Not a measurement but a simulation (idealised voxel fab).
process module | voxel self aligned contacts
cross-section cut | 230 nm wide | cells 5 nm
A cross-section is a grid of square cells, given in bands from the top down. A band is one or more rows of cells.
Each band's line starts with the height of the band's top and of its bottom, in nm. Then come its materials from left to right, each with its width in nm. One material with "throughout" fills the band from edge to edge. "air" is empty space.
Height 0 is the level under which the wafer as received is all one material. The lowest band goes on downwards, as in "0 down".
A width such as "30 to 40" changes by the same amount from each row of cells to the next, from the band's top row to its bottom row.
"no change" after a step means that no cell of the cross-section changed.
closed voids: empty space of 8 cells or more with no open way to the top, each as width x height at its distance from the left edge, in nm
after a step's settings: what the simulator itself notes on the step
overlay nm, on a step with a mask: how far to the right of its planned place the mask lay; to the left if negative
plan
1 op RECEIVE | material Si
2 op OXIDIZE | depth nm 5
3 op DIRECTIONAL_DEP | material polySi | thk nm 30
4 op DIRECTIONAL_DEP | material SiN | thk nm 20
5 op DIRECTIONAL_DEP | material aC | thk nm 15
6 op PATTERN | tone cover | mask id GATE | material resist | width nm 25 | pitch nm 50 | thk nm 30 | overlay nm 0
7 op DIRECTIONAL_ETCH | etch materials aC | depth nm 15
8 op STRIP | etch materials resist
9 op DIRECTIONAL_ETCH | etch materials SiN | depth nm 20
10 op DIRECTIONAL_ETCH | etch materials polySi | depth nm 30
11 op STRIP | etch materials aC
12 op CONFORMAL_DEP | material SiN | thk nm 5
13 op DIRECTIONAL_ETCH | etch materials SiN | depth nm 5
14 op FILL_DEP | material SiO2 | thk nm 20
15 op CMP | height nm 60
16 op PATTERN | tone open | mask id CONTACT | material resist | width nm 35 | thk nm 15 | overlay nm 0
17 op DIRECTIONAL_ETCH | etch materials SiO2 | depth nm 65
18 op STRIP | etch materials resist
19 op CONFORMAL_DEP | material TiN | thk nm 5
20 op FILL_DEP | material Ru | thk nm 5
21 op CMP | height nm 60
22 op CONFORMAL_DEP | material SiCN | thk nm 5
as received, after step 1
  0 down: Si throughout
  closed voids: none
a wafer at the end: this start, this plan, one mistake
  65 to 60: SiCN throughout
  60 to 50: SiO2 100 | TiN 5 to 10 | Ru 20 to 5 | TiN 5 to 15 | SiO2 100
  50 to 30: SiO2 70 | SiN 35 | TiN 5 | Ru 5 | TiN 5 | SiN 35 | SiO2 75
  30 to 0: SiO2 70 | SiN 5 | polySi 25 | SiN 5 | TiN 5 | Ru 5 | TiN 5 | SiN 5 | polySi 25 | SiN 5 | SiO2 75
  0 to -5: SiO2 105 | TiN 15 | SiO2 110
  -5 down: Si throughout
  closed voids: none
what went wrong: step 16 ran as: op PATTERN | tone open | mask id CONTACT | material resist | width nm 30 | thk nm 15 | overlay nm 0
